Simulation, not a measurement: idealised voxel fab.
This section sets out a process module, namely voxel air gaps.
Cross-sectional view cut (width: 165 nm; square cell size: 5 nm).
Notation: cross-section as square-cell grid; stated in bands, top first, going down; one or more cell rows per band. Band: top and bottom heights (nm) first, top before bottom; then materials from left to right, widths in nm. "edge to edge" marks a sole material filling the band edge to edge. "air" denotes empty space. Basically, 0 is our baseline, since under it the wafer straight out of the box is all one material. The bottom band has no lower end and keeps on going down, so it looks like "top 0, no bottom". Graded width ("30 to 40"): value in top row of band = first number; value in bottom row = second number; row-to-row change constant. Where a step carries "nothing was modified", the cross-section came out of it unchanged, cell for cell. In "Closed void listing" the enclosed voids are listed, meaning empty spaces of 8 cells or larger without any opening to the top. The form is width x height at distance, distance from the left edge, units nm. Post-settings text on a step line: simulator's own remark regarding the step. On any step carrying a mask, the "overlay nm" setting, if present on the step's line, tells how far right of its planned place the mask lay; negative values point to the left.
Process steps - plan:
1 RECEIVE with material Si
2 CONFORMAL_DEP with material SiO2, thk nm 15
3 CONFORMAL_DEP with material SiCN, thk nm 5
4 DIRECTIONAL_DEP with material SiO2, thk nm 35
5 MASKED_ETCH with tone open, mask id LINES, width nm 20, pitch nm 45, etch materials SiO2, depth nm 35, overlay nm 0
6 CONFORMAL_DEP with material TiN, thk nm 5
7 FILL_DEP with material Cu, thk nm 5
8 CMP with height nm 55
9 EPI with material Ru, thk nm 10
10 SELECTIVE_ETCH with etch materials SiO2, depth nm 45
11 CONFORMAL_DEP with material SiCN, thk nm 5
Cross-section: wafer on arrival = after step 1:
* top 0, no bottom: Si edge to edge
* Closed void listing: none
What the wafer looks like in cross-section after this module, when it starts as shown above and follows the plan above but one mistake is made in running it:
* top 70, bottom 65: SiCN edge to edge
* top 65, bottom 55: Ru edge to edge
* top 55, bottom 50: 30 of TiN  10 of Cu  35 of TiN  10 of Cu  35 of TiN  10 of Cu  35 of TiN
* top 50, bottom 20: 25 of SiO2  5 of TiN  10 of Cu  5 of TiN  25 of SiO2  5 of TiN  10 of Cu  5 of TiN  25 of SiO2  5 of TiN  10 of Cu  5 of TiN  30 of SiO2
* top 20, bottom 15: 25 of SiO2  20 of TiN  25 of SiO2  20 of TiN  25 of SiO2  20 of TiN  30 of SiO2
* top 15, bottom 0: SiO2 edge to edge
* top 0, no bottom: Si edge to edge
* Closed void listing: none
Error vs. plan: step 3 of the plan was bypassed and not carried out
